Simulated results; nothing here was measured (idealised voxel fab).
The process module that follows is named voxel fin reveal.
Pictured: cross-section cut, 280 nm wide, on a grid of 5 nm square cells.
Notation: cross-section as square-cell grid; stated in bands, top first, going down; one or more cell rows per band. Top height, bottom height, nm. Materials left to right, width each, nm. Single material + "throughout" = fills band edge to edge. "air" = empty. The level at which height equals 0 is the one under which the wafer, as it arrives, is entirely one material. No lower edge exists for the bottom band, which continues downward and is notated as in "0 and below". Quick explanation for "30->40": the width changes in equal steps down the rows of cells, from the first number in the band's top row to the second number in its bottom row. It should be understood that the words "remains unaltered", when stated for a given step, signify that the cross-section underwent no change in any of its cells during that step. Look at "Non-vented voids" for the closed voids: empty spaces with no open path to the top, sized 8 cells or up. Each is width x height at distance, distance from the left edge, all nm. Read whatever lies past the settings on a step's line as the simulator's own remark about the step. "overlay nm" on a masked step: distance the mask lay right of its planned place, negative for left.

The planned process steps are enumerated hereunder:
1) RECEIVE,material Si
2) CONFORMAL_DEP,material SiN,thk nm 5
3) MASKED_ETCH,tone cover,mask id FINS,width nm 15,pitch nm 40,etch materials SiN,depth nm 5,overlay nm 0
4) MASKED_ETCH,tone cover,mask id FINS,width nm 15,pitch nm 40,etch materials Si,depth nm 35,overlay nm 0
5) OXIDIZE,depth nm 5
6) FILL_DEP,material SiO2,thk nm 15
7) CMP,height nm 5
8) SELECTIVE_ETCH,etch materials SiO2,depth nm 30
9) STRIP,etch materials SiN

Wafer cross-section on receipt, i.e. after step 1:
> 0 and below: Si throughout
> Non-vented voids: none

Wafer at module end, in section. Began as above, planned as above, run with one mistake:
> 5 down to 0: 90 air, then 15 SiN, then 25 air, then 15 SiN, then 25 air, then 15 SiN, then 95 air
> 0 down to -40: 95 air, then 5 Si, then 35 air, then 5 Si, then 35 air, then 5 Si, then 100 air
> -40 and below: Si throughout
> Non-vented voids: none
What broke from the plan during processing? rather than as planned, step 9 actually ran as STRIP,etch materials SiO2
